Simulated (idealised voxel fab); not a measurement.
This section sets out a process module, namely voxel transistor to metal.
Cross-sectional view cut (width: 150 nm; square cell size: 5 nm).
For the purposes of this document, a cross-section shall be understood as a grid of square cells, specified as bands listed in top-to-bottom order, each band consisting of one or more rows of cells.
In this notation a band is specified by the heights of its top and bottom, in that order and in nm, after which its materials appear from left to right, each paired with its width in nm. The word "throughout" attached to a single material means that material fills the band from edge to edge; the word "air" stands for empty space.
Height is counted from the level 0, under which the received wafer is composed throughout of one material. The lowest of the bands is not closed at the bottom but continues downward, in the notation "0 down".
With a width like "30..40", each row of cells in the band differs from the next by the same amount, the top row carrying the first number and the bottom row the second.
Take "same as before" at face value: in the step it is given for, the cross-section changed in none of its cells.
The entry titled "Enclosed void inventory" provides the empty spaces that have no open way to the top, restricted to those of 8 cells or more. Each is presented as width x height at distance, the distance being measured from the left edge, with all three in nm.
If you see something after the settings on a step's line, that's the simulator's own remark about that step.
"overlay nm" denotes, for a step that has a mask, the displacement of the mask to the right of its planned place, with negative values corresponding to the left.
Below is the list of planned process steps:
step 1: RECEIVE (material Si)
step 2: OXIDIZE (depth nm 5)
step 3: CONFORMAL_DEP (material SiN; thk nm 10)
step 4: MASKED_ETCH (tone cover; mask id ACTIVE; width nm 115; etch materials SiN; depth nm 10; overlay nm 0)
step 5: MASKED_ETCH (tone cover; mask id ACTIVE; width nm 115; etch materials SiO2; depth nm 5; overlay nm 0)
step 6: MASKED_ETCH (tone cover; mask id ACTIVE; width nm 115; etch materials Si; depth nm 25; overlay nm 0)
step 7: OXIDIZE (depth nm 5)
step 8: FILL_DEP (material SiO2; thk nm 10)
step 9: CMP (height nm 10)
step 10: SELECTIVE_ETCH (etch materials SiO2; depth nm 5)
step 11: STRIP (etch materials SiN)
step 12: SELECTIVE_ETCH (etch materials SiO2; depth nm 5)
step 13: OXIDIZE (depth nm 5)
step 14: DIRECTIONAL_DEP (material polySi; thk nm 30)
step 15: DIRECTIONAL_DEP (material SiCN; thk nm 15)
step 16: DIRECTIONAL_DEP (material aC; thk nm 15)
step 17: PATTERN (tone cover; mask id GATE; material resist; width nm 25; thk nm 35; overlay nm 0)
step 18: DIRECTIONAL_ETCH (etch materials aC; depth nm 15)
step 19: STRIP (etch materials resist)
step 20: DIRECTIONAL_ETCH (etch materials SiCN; depth nm 25)
step 21: DIRECTIONAL_ETCH (etch materials polySi; depth nm 40)
step 22: STRIP (etch materials aC)
step 23: CONFORMAL_DEP (material SiN; thk nm 5)
step 24: DIRECTIONAL_ETCH (etch materials SiN; depth nm 5)
step 25: DIRECTIONAL_ETCH (etch materials SiO2; depth nm 5)
step 26: EPI (material nSi; thk nm 5)
step 27: FILL_DEP (material SiO2; thk nm 10)
step 28: CMP (height nm 25)
step 29: STRIP (etch materials polySi)
step 30: SELECTIVE_ETCH (etch materials SiO2; depth nm 5)
step 31: CONFORMAL_DEP (material HfO2; thk nm 5)
step 32: CONFORMAL_DEP (material TiN; thk nm 5)
step 33: FILL_DEP (material W; thk nm 5)
step 34: CMP (height nm 20)
step 35: DIRECTIONAL_DEP (material SiO2; thk nm 10)
step 36: DIRECTIONAL_DEP (material aC; thk nm 10)
step 37: PATTERN (tone open; mask id CONTACT; material resist; width nm 20; pitch nm 85; thk nm 25; overlay nm 0)
step 38: DIRECTIONAL_ETCH (etch materials aC; depth nm 10)
step 39: STRIP (etch materials resist)
step 40: DIRECTIONAL_ETCH (etch materials SiO2; depth nm 35)
step 41: STRIP (etch materials aC)
step 42: CONFORMAL_DEP (material TiN; thk nm 5)
step 43: FILL_DEP (material W; thk nm 10)
step 44: CMP (height nm 30)
step 45: DIRECTIONAL_DEP (material TiN; thk nm 5)
step 46: DIRECTIONAL_DEP (material W; thk nm 15)
step 47: DIRECTIONAL_DEP (material aC; thk nm 15)
step 48: PATTERN (tone cover; mask id METAL_1; material resist; width nm 20; pitch nm 85; thk nm 30; overlay nm 0)
step 49: DIRECTIONAL_ETCH (etch materials aC; depth nm 15)
step 50: STRIP (etch materials resist)
step 51: DIRECTIONAL_ETCH (etch materials W; depth nm 15)
step 52: DIRECTIONAL_ETCH (etch materials TiN; depth nm 5)
step 53: STRIP (etch materials aC)
step 54: CONFORMAL_DEP (material SiCN; thk nm 5)
step 55: FILL_DEP (material lowk; thk nm 10)
step 56: CMP (height nm 50)
step 57: CONFORMAL_DEP (material SiCN; thk nm 5)
step 58: DIRECTIONAL_DEP (material lowk; thk nm 35)
step 59: PATTERN (tone open; mask id METAL_2; material resist; width nm 20; pitch nm 85; thk nm 20; overlay nm 0)
step 60: DIRECTIONAL_ETCH (etch materials lowk; depth nm 20)
step 61: STRIP (etch materials resist)
step 62: DIRECTIONAL_DEP (material aC; thk nm 15)
step 63: PATTERN (tone open; mask id METAL_2_HOLES; material resist; width nm 15; pitch nm 85; thk nm 35; overlay nm 0)
step 64: DIRECTIONAL_ETCH (etch materials aC; depth nm 15)
step 65: STRIP (etch materials resist)
step 66: DIRECTIONAL_ETCH (etch materials lowk; depth nm 15)
step 67: DIRECTIONAL_ETCH (etch materials SiCN; depth nm 5)
step 68: STRIP (etch materials aC)
step 69: CONFORMAL_DEP (material TiN; thk nm 5)
step 70: FILL_DEP (material Cu; thk nm 10)
step 71: CMP (height nm 90)
step 72: CONFORMAL_DEP (material SiCN; thk nm 5)
Incoming wafer, cross-sectional view, post step 1:
- 0 down  Si throughout
- Enclosed void inventory: none
Sectioned view, first of two wafers, at the close of the module, processed as intended in the plan:
- 95 to 90  SiCN throughout
- 90 to 75  lowk=20 / TiN=5 / Cu=10 / TiN=5 / lowk=65 / TiN=5 / Cu=10 / TiN=5 / lowk=25
- 75 to 70  lowk=20 / TiN=5 / Cu=5 / TiN=10 / lowk=65 / TiN=5 / Cu=5 / TiN=10 / lowk=25
- 70 to 55  lowk=20 / TiN=5 / Cu=5 / TiN=5 / lowk=70 / TiN=5 / Cu=5 / TiN=5 / lowk=30
- 55 to 50  SiCN=20 / TiN=15 / SiCN=70 / TiN=15 / SiCN=30
- 50 to 35  lowk=15 / SiCN=5 / W=20 / SiCN=5 / lowk=55 / SiCN=5 / W=20 / SiCN=5 / lowk=20
- 35 to 30  SiCN=20 / TiN=20 / SiCN=65 / TiN=20 / SiCN=25
- 30 to 20  SiO2=20 / TiN=5 / W=10 / TiN=5 / SiO2=65 / TiN=5 / W=10 / TiN=5 / SiO2=25
- 20 to 0  SiO2=20 / TiN=5 / W=10 / TiN=5 / SiO2=15 / SiN=5 / HfO2=5 / TiN=5 / W=5 / TiN=5 / HfO2=5 / SiN=5 / SiO2=15 / TiN=5 / W=10 / TiN=5 / SiO2=25
- 0 to -5  SiO2=10 / SiN=5 / SiO2=5 / TiN=20 / SiO2=15 / SiN=5 / HfO2=5 / TiN=15 / HfO2=5 / SiN=5 / SiO2=15 / TiN=20 / SiO2=5 / SiN=5 / SiO2=15
- -5 to -10  SiO2=15 / nSi=40 / HfO2=35 / nSi=40 / SiO2=20
- -10 to -35  SiO2=20 / Si=105 / SiO2=25
- -35 down  Si throughout
- Enclosed void inventory: none
Second of two wafers, module complete, sectioned: it shares the first wafer's start and plan but was run with one mistake:
- 95 to 90  SiCN throughout
- 90 to 85  lowk=20 / TiN=5 / Cu=5 / TiN=10 / lowk=65 / TiN=5 / Cu=5 / TiN=10 / lowk=25
- 85 to 70  lowk=20 / TiN=5 / Cu=5 / TiN=5 / lowk=70 / TiN=5 / Cu=5 / TiN=5 / lowk=30
- 70 to 65  SiCN=20 / TiN=15 / SiCN=70 / TiN=15 / SiCN=30
- 65 to 55  lowk throughout
- 55 to 50  lowk=15 / SiCN=30 / lowk=55 / SiCN=30 / lowk=20
- 50 to 35  lowk=15 / SiCN=5 / W=20 / SiCN=5 / lowk=55 / SiCN=5 / W=20 / SiCN=5 / lowk=20
- 35 to 30  SiCN=20 / TiN=20 / SiCN=65 / TiN=20 / SiCN=25
- 30 to 20  SiO2=20 / TiN=5 / W=10 / TiN=5 / SiO2=65 / TiN=5 / W=10 / TiN=5 / SiO2=25
- 20 to 0  SiO2=20 / TiN=5 / W=10 / TiN=5 / SiO2=15 / SiN=5 / HfO2=5 / TiN=5 / W=5 / TiN=5 / HfO2=5 / SiN=5 / SiO2=15 / TiN=5 / W=10 / TiN=5 / SiO2=25
- 0 to -5  SiO2=10 / SiN=5 / SiO2=5 / TiN=20 / SiO2=15 / SiN=5 / HfO2=5 / TiN=15 / HfO2=5 / SiN=5 / SiO2=15 / TiN=20 / SiO2=5 / SiN=5 / SiO2=15
- -5 to -10  SiO2=15 / nSi=40 / HfO2=35 / nSi=40 / SiO2=20
- -10 to -35  SiO2=20 / Si=105 / SiO2=25
- -35 down  Si throughout
- Enclosed void inventory: none
Want to know what went wrong? step 56 of the plan: omitted, not performed
Once processing is complete, comparing cell counts shows that the second wafer has more or fewer of certain materials than the first: Cu: 12 fewer | SiCN: 12 more | TiN: 12 fewer | lowk: 12 more
